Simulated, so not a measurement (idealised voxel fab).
This is a process module. Its name is voxel transistor to metal.
For reference, the cross-section in this document is cut, with width 155 nm and square cells of 5 nm.
A cross-section in this document is a grid of square cells, and it is written down as bands, the top band listed before the ones below it; a band is made up of one or more rows of cells.
Heights first: top, then bottom, in nm. Then materials, left to right, each with a width in nm. "full width" on a single material: fills the band edge to edge. "air": empty space.
Convention: height 0 is the level below which the wafer, as received, is all one material. The lowest band does not terminate at the bottom but continues downward, represented as "from 0 down".
The two numbers in a width such as "30->40" mark its ends across the band: the first belongs to the top row of cells, the second to the bottom row, and from each row to the next the width moves by the same amount.
Step marked "no alteration"? Then no cell in the cross-section changed in it.
Enclosed voids (no open way to top), threshold 8 cells or more, entry "Voids, fully enclosed", notation width x height at distance, distance from left edge, nm.
It should be noted that, on the line of a given step, the content following the step's settings is a remark produced by the simulator itself with respect to that step.
"overlay nm" denotes, for a step that has a mask, the displacement of the mask to the right of its planned place, with negative values corresponding to the left.

## Planned process steps
1,RECEIVE: material Si
2,CONFORMAL_DEP: material SiO2, thk nm 5
3,CONFORMAL_DEP: material SiN, thk nm 10
4,PATTERN: tone cover, mask id ACTIVE, material resist, width nm 100, thk nm 20, overlay nm 0
5,DIRECTIONAL_ETCH: etch materials SiN, depth nm 10
6,DIRECTIONAL_ETCH: etch materials SiO2, depth nm 5
7,DIRECTIONAL_ETCH: etch materials Si, depth nm 25
8,STRIP: etch materials resist
9,OXIDIZE: depth nm 5
10,FILL_DEP: material SiO2, thk nm 5
11,CMP: height nm 15
12,SELECTIVE_ETCH: etch materials SiO2, depth nm 5
13,STRIP: etch materials SiN
14,SELECTIVE_ETCH: etch materials SiO2, depth nm 5
15,OXIDIZE: depth nm 5
16,DIRECTIONAL_DEP: material polySi, thk nm 30
17,DIRECTIONAL_DEP: material SiCN, thk nm 15
18,MASKED_ETCH: tone cover, mask id GATE, width nm 20, etch materials SiCN, depth nm 25, overlay nm 0
19,MASKED_ETCH: tone cover, mask id GATE, width nm 20, etch materials polySi, depth nm 40, overlay nm 0
20,CONFORMAL_DEP: material SiN, thk nm 10
21,DIRECTIONAL_ETCH: etch materials SiN, depth nm 10
22,DIRECTIONAL_ETCH: etch materials SiO2, depth nm 5
23,EPI: material SiGe, thk nm 5
24,FILL_DEP: material SiO2, thk nm 10
25,CMP: height nm 45
26,DIRECTIONAL_DEP: material SiO2, thk nm 10
27,PATTERN: tone open, mask id CONTACT, material resist, width nm 15, pitch nm 65, thk nm 20, overlay nm 0
28,DIRECTIONAL_ETCH: etch materials SiO2, depth nm 55
29,STRIP: etch materials resist
30,CONFORMAL_DEP: material TiN, thk nm 5
31,FILL_DEP: material W, thk nm 5
32,CMP: height nm 55
33,DIRECTIONAL_DEP: material TiN, thk nm 5
34,DIRECTIONAL_DEP: material Ru, thk nm 20
35,PATTERN: tone cover, mask id METAL_1, material resist, width nm 15, pitch nm 65, thk nm 20, overlay nm 0
36,DIRECTIONAL_ETCH: etch materials Ru, depth nm 20
37,DIRECTIONAL_ETCH: etch materials TiN, depth nm 5
38,STRIP: etch materials resist
39,FILL_DEP: material SiO2, thk nm 10
40,CMP: height nm 80
41,CONFORMAL_DEP: material SiCN, thk nm 5
42,DIRECTIONAL_DEP: material lowk, thk nm 25
43,DIRECTIONAL_DEP: material aC, thk nm 10
44,PATTERN: tone open, mask id METAL_2, material resist, width nm 15, pitch nm 65, thk nm 30, overlay nm 0
45,DIRECTIONAL_ETCH: etch materials aC, depth nm 10
46,STRIP: etch materials resist
47,DIRECTIONAL_ETCH: etch materials lowk, depth nm 15
48,STRIP: etch materials aC
49,MASKED_ETCH: tone open, mask id METAL_2_HOLES, width nm 15, pitch nm 65, etch materials lowk, depth nm 10, overlay nm 0
50,MASKED_ETCH: tone open, mask id METAL_2_HOLES, width nm 15, pitch nm 65, etch materials SiCN, depth nm 5, overlay nm 0
51,CONFORMAL_DEP: material TiN, thk nm 5
52,FILL_DEP: material Cu, thk nm 10
53,CMP: height nm 110
54,CONFORMAL_DEP: material SiN, thk nm 5

## Cross-section of the incoming wafer, state after step 1
* from 0 down | Si full width
* Voids, fully enclosed: none

## End-of-module XS, first of two wafers, run as planned
* from 115 to 110 | SiN full width
* from 110 to 85 | lowk 35; TiN 5; Cu 5; TiN 5; lowk 50; TiN 5; Cu 5; TiN 5; lowk 40
* from 85 to 80 | SiCN 35; TiN 15; SiCN 50; TiN 15; SiCN 40
* from 80 to 60 | SiO2 35; Ru 15; SiO2 50; Ru 15; SiO2 40
* from 60 to 55 | SiO2 35; TiN 15; SiO2 50; TiN 15; SiO2 40
* from 55 to 45 | SiO2 35; TiN 5; W 5; TiN 5; SiO2 50; TiN 5; W 5; TiN 5; SiO2 40
* from 45 to 30 | SiO2 35; TiN 5; W 5; TiN 5; SiO2 5; SiN 10; SiCN 20; SiN 10; SiO2 5; TiN 5; W 5; TiN 5; SiO2 40
* from 30 to 5 | SiO2 35; TiN 5; W 5; TiN 5; SiO2 5; SiN 10; polySi 20; SiN 10; SiO2 5; TiN 5; W 5; TiN 5; SiO2 40
* from 5 to 0 | SiO2 20; SiN 10; SiO2 5; TiN 15; SiO2 5; SiN 10; polySi 20; SiN 10; SiO2 5; TiN 15; SiO2 5; SiN 10; SiO2 25
* from 0 to -5 | SiO2 30; SiGe 25; SiO2 40; SiGe 25; SiO2 35
* from -5 to -30 | SiO2 30; Si 90; SiO2 35
* from -30 down | Si full width
* Voids, fully enclosed: none

## Wafer two (of two), end-of-module cross-section: start = wafer one, plan = wafer one, one run mistake
* from 115 to 110 | SiN full width
* from 110 to 100 | lowk 30; TiN 5->10; Cu 15->5; TiN 5->10; lowk 40; TiN 5->10; Cu 15->5; TiN 5->10; lowk 35
* from 100 to 85 | lowk 35; TiN 5; Cu 5; TiN 5; lowk 50; TiN 5; Cu 5; TiN 5; lowk 40
* from 85 to 80 | SiCN 35; TiN 15; SiCN 50; TiN 15; SiCN 40
* from 80 to 60 | SiO2 35; Ru 15; SiO2 50; Ru 15; SiO2 40
* from 60 to 55 | SiO2 35; TiN 15; SiO2 50; TiN 15; SiO2 40
* from 55 to 45 | SiO2 35; TiN 5; W 5; TiN 5; SiO2 50; TiN 5; W 5; TiN 5; SiO2 40
* from 45 to 30 | SiO2 35; TiN 5; W 5; TiN 5; SiO2 5; SiN 10; SiCN 20; SiN 10; SiO2 5; TiN 5; W 5; TiN 5; SiO2 40
* from 30 to 5 | SiO2 35; TiN 5; W 5; TiN 5; SiO2 5; SiN 10; polySi 20; SiN 10; SiO2 5; TiN 5; W 5; TiN 5; SiO2 40
* from 5 to 0 | SiO2 20; SiN 10; SiO2 5; TiN 15; SiO2 5; SiN 10; polySi 20; SiN 10; SiO2 5; TiN 15; SiO2 5; SiN 10; SiO2 25
* from 0 to -5 | SiO2 30; SiGe 25; SiO2 40; SiGe 25; SiO2 35
* from -5 to -30 | SiO2 30; Si 90; SiO2 35
* from -30 down | Si full width
* Voids, fully enclosed: none
Where did the run depart from the plan? rather than as planned, step 49 actually ran as MASKED_ETCH: tone open, mask id METAL_2_HOLES, width nm 25, pitch nm 65, etch materials lowk, depth nm 10, overlay nm 0
Final wafer comparison in cells, second versus first, more or fewer per material: +4 Cu, +4 TiN, -8 lowk
